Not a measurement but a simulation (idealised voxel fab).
Herein follows the process module entitled voxel gate over fins.
Section cut is 240 nm wide and gridded with 5 nm square cells.
When this document writes out a cross-section, it uses a grid of square cells and lists it as bands, beginning at the top and moving down, with a band standing for one or more rows of cells. Per band: top height and bottom height in nm, followed by the left-to-right materials and their widths in nm; "edge to edge" marks a single material spanning edge to edge, "blank" marks empty space. Height datum 0, below which the as-received substrate wafer is one material. Lowest band open at the bottom, running downward: "z 0 and below". It should be noted that a width expressed as "30 to 40" varies in equal increments from row to row of cells within the band, taking the value of the first number at the top row and that of the second number at the bottom row. "no modification" -> step changed no cross-section cell. Empty spaces without an open route to the top, at least 8 cells in extent, make up the entry "Trapped voids"; each is given as width x height at distance, where the distance is measured from the left edge, and all are in nm. Where a step's line continues beyond its settings, the continuation is a remark by the simulator itself on that step. The setting "overlay nm" may be written on the line of a step. When the step uses a mask, the value reports how far to the right of the planned place the mask lay, and a negative value reports that it lay to the left.

**Planned process steps**
1. RECEIVE with material Si
2. CONFORMAL_DEP with material SiN, thk nm 5
3. DIRECTIONAL_DEP with material aC, thk nm 15
4. PATTERN with tone cover, mask id FINS, material resist, width nm 15, pitch nm 50, thk nm 30, overlay nm -15
5. DIRECTIONAL_ETCH with etch materials aC, depth nm 15
6. STRIP with etch materials resist
7. DIRECTIONAL_ETCH with etch materials SiN, depth nm 5
8. DIRECTIONAL_ETCH with etch materials Si, depth nm 35
9. STRIP with etch materials aC
10. OXIDIZE with depth nm 5
11. FILL_DEP with material SiO2, thk nm 15
12. CMP with height nm 5
13. DIRECTIONAL_DEP with material aC, thk nm 10
14. PATTERN with tone open, mask id RAIL, material resist, width nm 15, thk nm 30, overlay nm 0
15. DIRECTIONAL_ETCH with etch materials aC, depth nm 10
16. STRIP with etch materials resist
17. DIRECTIONAL_ETCH with etch materials SiO2, depth nm 35
18. STRIP with etch materials aC
19. CONFORMAL_DEP with material TiN, thk nm 5
20. FILL_DEP with material W, thk nm 5
21. CMP with height nm 5
22. SELECTIVE_ETCH with etch materials W Ru TiN, depth nm 25
23. FILL_DEP with material SiO2, thk nm 5
24. CMP with height nm 5
25. SELECTIVE_ETCH with etch materials SiO2, depth nm 15
26. STRIP with etch materials SiN
27. CONFORMAL_DEP with material HfO2, thk nm 5
28. CONFORMAL_DEP with material TiN, thk nm 5
29. CONFORMAL_DEP with material TiAl, thk nm 5
30. CONFORMAL_DEP with material TiN, thk nm 5
31. FILL_DEP with material W, thk nm 15
32. CMP with height nm 30
33. CONFORMAL_DEP with material SiN, thk nm 10
Split variable: overlay nm, step 4. Plan value = first wafer. Wafers start alike.

**Here's the first of the wafers in cross-section, just as we got it, i.e. after step 1**
* z 0 and below: Si edge to edge
* Trapped voids: none

**Module end state after final step 33: cross-section of the first of several wafers**
* z 40 to 30: SiN edge to edge
* z 30 to 20: W edge to edge
* z 20 to 15: W (55); TiN (45); W (5); TiN (45); W (90)
* z 15 to 10: W (55); TiN (5); TiAl (35); TiN (5); W (5); TiN (5); TiAl (35); TiN (5); W (90)
* z 10 to 5: TiN (60); TiAl (5); TiN (25); TiAl (5); TiN (15); TiAl (5); TiN (25); TiAl (5); TiN (95)
* z 5 to 0: TiAl (65); TiN (5); HfO2 (15); TiN (5); TiAl (25); TiN (5); HfO2 (15); TiN (5); TiAl (100)
* z 0 to -5: TiN (70); HfO2 (5); Si (5); HfO2 (5); TiN (35); HfO2 (5); Si (5); HfO2 (5); TiN (105)
* z -5 to -10: HfO2 (75); Si (5); HfO2 (45); Si (5); HfO2 (110)
* z -10 to -20: SiO2 (75); Si (5); SiO2 (45); Si (5); SiO2 (110)
* z -20 to -30: SiO2 (75); Si (5); SiO2 (30); TiN (10); SiO2 (5); Si (5); SiO2 (110)
* z -30 to -40: SiO2 (75); Si (5); SiO2 (45); Si (5); SiO2 (110)
* z -40 and below: Si edge to edge
* Trapped voids: none

**Cross-section of the final wafer among several, taken at the end of the module**
* z 40 to 30: SiN edge to edge
* z 30 to 20: W edge to edge
* z 20 to 15: W (85); TiN (45); W (5); TiN (45); W (60)
* z 15 to 10: W (85); TiN (5); TiAl (35); TiN (5); W (5); TiN (5); TiAl (35); TiN (5); W (60)
* z 10 to 5: TiN (90); TiAl (5); TiN (25); TiAl (5); TiN (15); TiAl (5); TiN (25); TiAl (5); TiN (65)
* z 5 to 0: TiAl (95); TiN (5); HfO2 (15); TiN (5); TiAl (25); TiN (5); HfO2 (15); TiN (5); TiAl (70)
* z 0 to -5: TiN (100); HfO2 (5); Si (5); HfO2 (5); TiN (35); HfO2 (5); Si (5); HfO2 (5); TiN (75)
* z -5 to -10: HfO2 (105); Si (5); HfO2 (45); Si (5); HfO2 (80)
* z -10 to -20: SiO2 (105); Si (5); SiO2 (45); Si (5); SiO2 (80)
* z -20 to -30: SiO2 (105); Si (5); SiO2 (5); TiN (10); SiO2 (30); Si (5); SiO2 (80)
* z -30 to -40: SiO2 (105); Si (5); SiO2 (45); Si (5); SiO2 (80)
* z -40 and below: Si edge to edge
* Trapped voids: none

**Each row below is a wafer at the end of the module, listing for every material the number of cells it has gained (+) or lost (-) since it was received, followed by its closed voids**
overlay nm -15, +56 HfO2, -368 Si, +96 SiN, +272 SiO2, +56 TiAl, +116 TiN, +156 W, Trapped voids: none
overlay nm -10, +56 HfO2, -368 Si, +96 SiN, +270 SiO2, +56 TiAl, +117 TiN, +157 W, Trapped voids: none
overlay nm -5, +56 HfO2, -368 Si, +96 SiN, +270 SiO2, +56 TiAl, +117 TiN, +157 W, Trapped voids: none
overlay nm 0, +56 HfO2, -368 Si, +96 SiN, +270 SiO2, +56 TiAl, +117 TiN, +157 W, Trapped voids: none
overlay nm 5, +56 HfO2, -368 Si, +96 SiN, +270 SiO2, +56 TiAl, +117 TiN, +157 W, Trapped voids: none
overlay nm 10, +56 HfO2, -368 Si, +96 SiN, +270 SiO2, +56 TiAl, +117 TiN, +157 W, Trapped voids: none
overlay nm 15, +56 HfO2, -368 Si, +96 SiN, +272 SiO2, +56 TiAl, +116 TiN, +156 W, Trapped voids: none
